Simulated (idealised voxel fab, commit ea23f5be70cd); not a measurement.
process module | voxel ribs on slabs
cross-section cut | 240 nm wide | cells 5 nm
A cross-section is a grid of square cells, given in bands from the top down. A band is one or more rows of cells.
Each band's line starts with the height of the band's top and of its bottom, in nm. Then come its materials from left to right, each with its width in nm. One material with "throughout" fills the band from edge to edge. "air" is empty space.
Height 0 is the level under which the wafer as received is all one material. The lowest band goes on downwards, as in "0 down".
A width such as "30 to 40" changes by the same amount from each row of cells to the next, from the band's top row to its bottom row.
"no change" after a step means that no cell of the cross-section changed.
closed voids: empty space of 8 cells or more with no open way to the top, each as width x height at its distance from the left edge, in nm
after a step's settings: what the simulator itself notes on the step
overlay nm, on a step with a mask: how far to the right of its planned place the mask lay; to the left if negative
plan
1 op RECEIVE | material Si
2 op DIRECTIONAL_DEP | material SiO2 | thk nm 30
3 op DIRECTIONAL_DEP | material SiN | thk nm 20
4 op MASKED_ETCH | tone cover | mask id RIB | width nm 25 | etch materials SiN | depth nm 5 | overlay nm 0
5 op PATTERN | tone cover | mask id SLAB | material resist | width nm 65 | thk nm 20 | overlay nm 0
6 op DIRECTIONAL_ETCH | etch materials SiN | depth nm 15
7 op STRIP | etch materials resist
8 op FILL_DEP | material SiO2 | thk nm 15
9 op CMP | height nm 60
10 op DIRECTIONAL_DEP | material TiN | thk nm 5
11 op DIRECTIONAL_DEP | material aC | thk nm 10
12 op PATTERN | tone cover | mask id HEATER | material resist | width nm 35 | thk nm 25 | overlay nm 0
13 op DIRECTIONAL_ETCH | etch materials aC | depth nm 10
14 op STRIP | etch materials resist
15 op DIRECTIONAL_ETCH | etch materials TiN | depth nm 5
16 op STRIP | etch materials aC
17 op CONFORMAL_DEP | material SiO2 | thk nm 10
first wafer, as planned
as received, after step 1
  0 down: Si throughout
  closed voids: none
after step 2
  30 to 0: SiO2 throughout
  below 0: unchanged
after step 3
  50 to 30: SiN throughout
  below 30: unchanged
after step 4
  50 to 45: air 105 | SiN 25 | air 110
  below 45: unchanged
after step 5
  70 to 50: air 85 | resist 65 | air 90
  50 to 45: air 85 | resist 20 | SiN 25 | resist 20 | air 90
  below 45: unchanged
after step 6
  70 to 50: air 85 | resist 65 | air 90
  50 to 45: air 85 | resist 20 | SiN 25 | resist 20 | air 90
  45 to 30: air 85 | SiN 65 | air 90
  below 30: unchanged
after step 7
  50 to 45: air 105 | SiN 25 | air 110
  below 45: unchanged
after step 8
  65 to 50: SiO2 throughout
  50 to 45: SiO2 105 | SiN 25 | SiO2 110
  45 to 30: SiO2 85 | SiN 65 | SiO2 90
  below 30: unchanged
after step 9
  60 to 50: SiO2 throughout
  below 50: unchanged
after step 10
  65 to 60: TiN throughout
  below 60: unchanged
after step 11
  75 to 65: aC throughout
  below 65: unchanged
after step 12
  100 to 75: air 100 | resist 35 | air 105
  below 75: unchanged
after step 13
  90 to 75: air 100 | resist 35 | air 105
  75 to 65: air 100 | aC 35 | air 105
  below 65: unchanged
after step 14
  75 to 65: air 100 | aC 35 | air 105
  below 65: unchanged
after step 15
  75 to 65: air 100 | aC 35 | air 105
  65 to 60: air 100 | TiN 35 | air 105
  below 60: unchanged
after step 16
  65 to 60: air 100 | TiN 35 | air 105
  below 60: unchanged
after step 17
  75 to 70: air 90 | SiO2 55 | air 95
  70 to 65: SiO2 throughout
  65 to 60: SiO2 100 | TiN 35 | SiO2 105
  below 60: unchanged
second wafer: like start, like plan, one mistake. Through step 3 it matches the first wafer
when step 4 should have ended
  50 to 35: air 105 | SiN 25 | air 110
  below 35: unchanged
when step 5 should have ended
  70 to 50: air 85 | resist 65 | air 90
  50 to 35: air 85 | resist 20 | SiN 25 | resist 20 | air 90
  below 35: unchanged
when step 6 should have ended
  70 to 50: air 85 | resist 65 | air 90
  50 to 35: air 85 | resist 20 | SiN 25 | resist 20 | air 90
  35 to 30: air 85 | SiN 65 | air 90
  below 30: unchanged
when step 7 should have ended
  50 to 35: air 105 | SiN 25 | air 110
  below 35: unchanged
when step 8 should have ended
  65 to 50: SiO2 throughout
  50 to 35: SiO2 105 | SiN 25 | SiO2 110
  35 to 30: SiO2 85 | SiN 65 | SiO2 90
  below 30: unchanged
when step 9 should have ended
  60 to 50: SiO2 throughout
  below 50: unchanged
when step 10 should have ended
  65 to 60: TiN throughout
  below 60: unchanged
when step 11 should have ended
  75 to 65: aC throughout
  below 65: unchanged
when step 12 should have ended
  100 to 75: air 100 | resist 35 | air 105
  below 75: unchanged
when step 13 should have ended
  90 to 75: air 100 | resist 35 | air 105
  75 to 65: air 100 | aC 35 | air 105
  below 65: unchanged
when step 14 should have ended
  75 to 65: air 100 | aC 35 | air 105
  below 65: unchanged
when step 15 should have ended
  75 to 65: air 100 | aC 35 | air 105
  65 to 60: air 100 | TiN 35 | air 105
  below 60: unchanged
when step 16 should have ended
  65 to 60: air 100 | TiN 35 | air 105
  below 60: unchanged
when step 17 should have ended
  75 to 70: air 90 | SiO2 55 | air 95
  70 to 65: SiO2 throughout
  65 to 60: SiO2 100 | TiN 35 | SiO2 105
  below 60: unchanged
what went wrong: step 4 ran as: op MASKED_ETCH | tone cover | mask id RIB | width nm 25 | etch materials SiN | depth nm 15 | overlay nm 0
at the end the second wafer has, in cells: 16 fewer of SiN | 16 more of SiO2
